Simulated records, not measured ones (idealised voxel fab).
Name of the process module below: voxel fin reveal
The width of the displayed cross-section, cut, is 155 nm; its cells are square, with a size of 5 nm.
Cross-section format: a grid of square cells, given as bands from top to bottom; each band is one or more rows of cells.
Within each band entry, the heights of the top and of the bottom of the band appear first, in that order and in nm; the materials of the band then follow from left to right, each with its corresponding width in nm. The designation "edge to edge" on a single material indicates that it fills the band from edge to edge; the designation "blank" indicates empty space.
Height 0 is the level under which the wafer as received is all one material. The lowest band goes on downwards, as in "top 0, no bottom".
Width: "30 to 40" (first number = top row, second number = bottom row, same change from row to row of cells).
Step marked "all unchanged"? Then no cell in the cross-section changed in it.
The entry "Cavities, sealed" lists the empty spaces that cover at least 8 cells and have no open path to the top. Each is written as width x height at distance, where the distance is measured from the left edge and all three values are in nm.
That trailing text on a step's line, after the settings, is the simulator's own remark on the step.
Steps that use a mask can have "overlay nm" on their line. It says how far the mask sat to the right of where it was meant to be. Negative means to the left.
List of planned process steps:
step 1: RECEIVE: material Si
step 2: CONFORMAL_DEP: material SiN, thk nm 5
step 3: DIRECTIONAL_DEP: material aC, thk nm 10
step 4: PATTERN: tone cover, mask id FINS, material resist, width nm 15, pitch nm 35, thk nm 30, overlay nm 0
step 5: DIRECTIONAL_ETCH: etch materials aC, depth nm 10
step 6: STRIP: etch materials resist
step 7: DIRECTIONAL_ETCH: etch materials SiN, depth nm 5
step 8: DIRECTIONAL_ETCH: etch materials Si, depth nm 30
step 9: STRIP: etch materials aC
step 10: FILL_DEP: material SiO2, thk nm 10
step 11: CMP: height nm 5
step 12: SELECTIVE_ETCH: etch materials SiO2, depth nm 15
step 13: STRIP: etch materials SiN
Incoming wafer in cross-section (state: after step 1):
	top 0, no bottom: Si edge to edge
	Cavities, sealed: none
As-planned run: cross-section of the first of two wafers at end of module:
	top 0, bottom -10: blank (15), then Si (15), then blank (20), then Si (15), then blank (20), then Si (15), then blank (20), then Si (15), then blank (20)
	top -10, bottom -30: SiO2 (15), then Si (15), then SiO2 (20), then Si (15), then SiO2 (20), then Si (15), then SiO2 (20), then Si (15), then SiO2 (20)
	top -30, no bottom: Si edge to edge
	Cavities, sealed: none
Second of two wafers, module complete, sectioned: it shares the first wafer's start and plan but was run with one mistake:
	top 0, bottom -10: Si (15), then blank (15), then Si (20), then blank (15), then Si (20), then blank (15), then Si (20), then blank (15), then Si (20)
	top -10, bottom -30: Si (15), then SiO2 (15), then Si (20), then SiO2 (15), then Si (20), then SiO2 (15), then Si (20), then SiO2 (15), then Si (20)
	top -30, no bottom: Si edge to edge
	Cavities, sealed: none
Deviation from plan: not per plan at step 4, really ran PATTERN: tone open, mask id FINS, material resist, width nm 15, pitch nm 35, thk nm 30, overlay nm 0
Once processing is complete, comparing cell counts shows that the second wafer has more or fewer of certain materials than the first: +42 Si; -28 SiO2
